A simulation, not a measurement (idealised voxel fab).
Proc. module: voxel released beams
Square cell edge 5 nm, section width 220 nm, ID cut.
In this document a cross-section is written as a grid of square cells. It is given as a series of bands, listed from the top down, and a band is one or more rows of cells.
Top, bottom (nm), then materials left to right with widths (nm); lone material tagged "full width" fills the whole band edge to edge; "air" = empty space.
The level at which height equals 0 is the one under which the wafer, as it arrives, is entirely one material. No lower edge exists for the bottom band, which continues downward and is notated as in "0 and below".
Read "30..40" as a graded width: first number on top, second number at the bottom, same change between each pair of neighbouring rows.
The cross-section has no changed cell in any step marked "no modifications".
Entry "Closed voids list" = empty spaces >= 8 cells with no open way to the top; each as width x height at distance, distance from left edge, all nm.
That trailing text on a step's line, after the settings, is the simulator's own remark on the step.
overlay nm: mask offset rightward from planned place, masked step; negative means leftward offset.
Steps planned for the process
1: op RECEIVE | material Si
2: op CONFORMAL_DEP | material Al2O3 | thk nm 10
3: op DIRECTIONAL_DEP | material SiO2 | thk nm 10
4: op DIRECTIONAL_DEP | material aC | thk nm 15
5: op PATTERN | tone open | mask id ANCHOR | material resist | width nm 35 | thk nm 30 | overlay nm 0
6: op DIRECTIONAL_ETCH | etch materials aC | depth nm 15
7: op STRIP | etch materials resist
8: op DIRECTIONAL_ETCH | etch materials SiO2 | depth nm 5
9: op STRIP | etch materials aC
10: op CONFORMAL_DEP | material W | thk nm 10
11: op MASKED_ETCH | tone cover | mask id BEAM | width nm 110 | etch materials W | depth nm 10 | overlay nm 0
12: op STRIP | etch materials SiO2
varied across the wafers: depth nm of step 8. The plan shows the first wafer's value. All wafers start alike
As-received cross-section, first of several wafers, post step 1
    0 and below: Si full width
    Closed voids list: none
At the end of the module, after its last step, step 12, the first of several wafers appears in cross-section as follows
    10 down to 0: Al2O3 full width
    0 and below: Si full width
    Closed voids list: none
Final wafer cross-section at module end
    30 down to 20: air 50 nm, then W 15 nm, then air 15 nm, then W 80 nm, then air 60 nm
    20 down to 10: air 55 nm, then W 35 nm, then air 130 nm
    10 down to 0: Al2O3 full width
    0 and below: Si full width
    Closed voids list: none
The following table contains a row per wafer, in which are reported, at the conclusion of the module, the cells of each material gained (+) or lost (-) since the wafer's receipt, with its closed voids given thereafter
depth nm 5 | +88 Al2O3 | Closed voids list: none
depth nm 10 | +88 Al2O3 | +52 W | Closed voids list: none
depth nm 15 | +88 Al2O3 | +52 W | Closed voids list: none
depth nm 20 | +88 Al2O3 | +52 W | Closed voids list: none
depth nm 25 | +88 Al2O3 | +52 W | Closed voids list: none
